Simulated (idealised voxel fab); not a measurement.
The process module presented herein is designated voxel self aligned contacts.
FYI the section here is cut, 250 nm wide, cells are 5 nm squares.
Cross-section, as written here: a square-cell grid given band by band from the top down, where a band holds one or more rows of cells. The entry gives the band's vertical extent as a top height and a bottom height in nm, then its horizontal make-up as materials from left to right, each with a width in nm. "blank" stands for empty space; a single material marked "all across" fills the band edge to edge. The reference from which all heights are counted is 0, the level beneath which the as-received wafer is entirely one material; the lowest band, having no lower bound, proceeds downward and is written after the example "0..down". Per-row width for "30->40": begins at first number (top row of band), ends at second number (bottom row), increment between rows held constant. Step marked "all unchanged"? Then no cell in the cross-section changed in it. In "Voids, sealed" the enclosed voids are listed, meaning empty spaces of 8 cells or larger without any opening to the top. The form is width x height at distance, distance from the left edge, units nm. Formally, on a step line, whatever follows the settings is a remark that the simulator itself makes on the step. "overlay nm" answers the question of how far to the right of plan the mask lay on a step that has a mask, and when it is negative the answer is to the left.

### Steps in the process plan
1 op RECEIVE | material Si
2 op OXIDIZE | depth nm 5
3 op DIRECTIONAL_DEP | material polySi | thk nm 25
4 op DIRECTIONAL_DEP | material SiN | thk nm 15
5 op PATTERN | tone cover | mask id GATE | material resist | width nm 35 | pitch nm 60 | thk nm 20 | overlay nm 0
6 op DIRECTIONAL_ETCH | etch materials SiN | depth nm 15
7 op DIRECTIONAL_ETCH | etch materials polySi | depth nm 25
8 op STRIP | etch materials resist
9 op CONFORMAL_DEP | material SiN | thk nm 5
10 op DIRECTIONAL_ETCH | etch materials SiN | depth nm 5
11 op FILL_DEP | material SiO2 | thk nm 20
12 op CMP | height nm 50
13 op DIRECTIONAL_DEP | material aC | thk nm 10
14 op PATTERN | tone open | mask id CONTACT | material resist | width nm 45 | thk nm 30 | overlay nm 0
15 op DIRECTIONAL_ETCH | etch materials aC | depth nm 10
16 op STRIP | etch materials resist
17 op DIRECTIONAL_ETCH | etch materials SiO2 | depth nm 55
18 op STRIP | etch materials aC
19 op CONFORMAL_DEP | material TiN | thk nm 5
20 op FILL_DEP | material W | thk nm 5
21 op CMP | height nm 50
22 op CONFORMAL_DEP | material SiN | thk nm 5

### Here's what the wafer looked like in cross-section when it arrived - that's after step 1
  0..down | Si all across
  Voids, sealed: none

### Final wafer profile in cross-section after the module, from the same start and plan as above, with one mistake made during processing
  55..50 | SiN all across
  50..40 | 95->65 of W / 5->35 of TiN / 45 of SiO2 / 5->35 of TiN / 100->70 of W
  40..25 | 65 of W / 5 of TiN / 45 of SiN / 15 of SiO2 / 45 of SiN / 5 of TiN / 70 of W
  25..0 | 65 of W / 5 of TiN / 5 of SiN / 35 of polySi / 5 of SiN / 15 of SiO2 / 5 of SiN / 35 of polySi / 5 of SiN / 5 of TiN / 70 of W
  0..-5 | 70 of TiN / 105 of SiO2 / 75 of TiN
  -5..down | Si all across
  Voids, sealed: none
Deviation from plan: heads up, step 14 didn't go per plan, it actually ran as op PATTERN | tone cover | mask id CONTACT | material resist | width nm 45 | thk nm 30 | overlay nm 0
